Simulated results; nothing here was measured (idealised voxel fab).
process module | voxel ribs on slabs
cross-section cut | 265 nm wide | cells 5 nm
A cross-section is a grid of square cells, given in bands from the top down. A band is one or more rows of cells.
Each band's line starts with the height of the band's top and of its bottom, in nm. Then come its materials from left to right, each with its width in nm. One material with "throughout" fills the band from edge to edge. "air" is empty space.
Height 0 is the level under which the wafer as received is all one material. The lowest band goes on downwards, as in "0 down".
A width such as "30 to 40" changes by the same amount from each row of cells to the next, from the band's top row to its bottom row.
"no change" after a step means that no cell of the cross-section changed.
closed voids: empty space of 8 cells or more with no open way to the top, each as width x height at its distance from the left edge, in nm
after a step's settings: what the simulator itself notes on the step
overlay nm, on a step with a mask: how far to the right of its planned place the mask lay; to the left if negative
plan
1 op RECEIVE | material Si
2 op DIRECTIONAL_DEP | material SiO2 | thk nm 30
3 op DIRECTIONAL_DEP | material SiN | thk nm 20
4 op PATTERN | tone cover | mask id RIB | material resist | width nm 25 | thk nm 15 | overlay nm 0
5 op DIRECTIONAL_ETCH | etch materials SiN | depth nm 5
6 op STRIP | etch materials resist
7 op PATTERN | tone cover | mask id SLAB | material resist | width nm 85 | thk nm 15 | overlay nm 0
8 op DIRECTIONAL_ETCH | etch materials SiN | depth nm 15
9 op STRIP | etch materials resist
10 op FILL_DEP | material SiO2 | thk nm 20
11 op CMP | height nm 60
12 op DIRECTIONAL_DEP | material W | thk nm 5
13 op DIRECTIONAL_DEP | material aC | thk nm 15
14 op PATTERN | tone cover | mask id HEATER | material resist | width nm 35 | thk nm 30 | overlay nm 0
15 op DIRECTIONAL_ETCH | etch materials aC | depth nm 15
16 op STRIP | etch materials resist
17 op DIRECTIONAL_ETCH | etch materials W | depth nm 5
18 op STRIP | etch materials aC
19 op CONFORMAL_DEP | material SiN | thk nm 10
as received, after step 1
  0 down: Si throughout
  closed voids: none
a wafer at the end: this start, this plan, one mistake
  65 to 60: air 115 | W 35 | air 115
  60 to 50: SiO2 throughout
  50 to 45: SiO2 120 | SiN 25 | SiO2 120
  45 to 30: SiO2 90 | SiN 85 | SiO2 90
  30 to 0: SiO2 throughout
  0 down: Si throughout
  closed voids: none
what went wrong: step 19 was left out
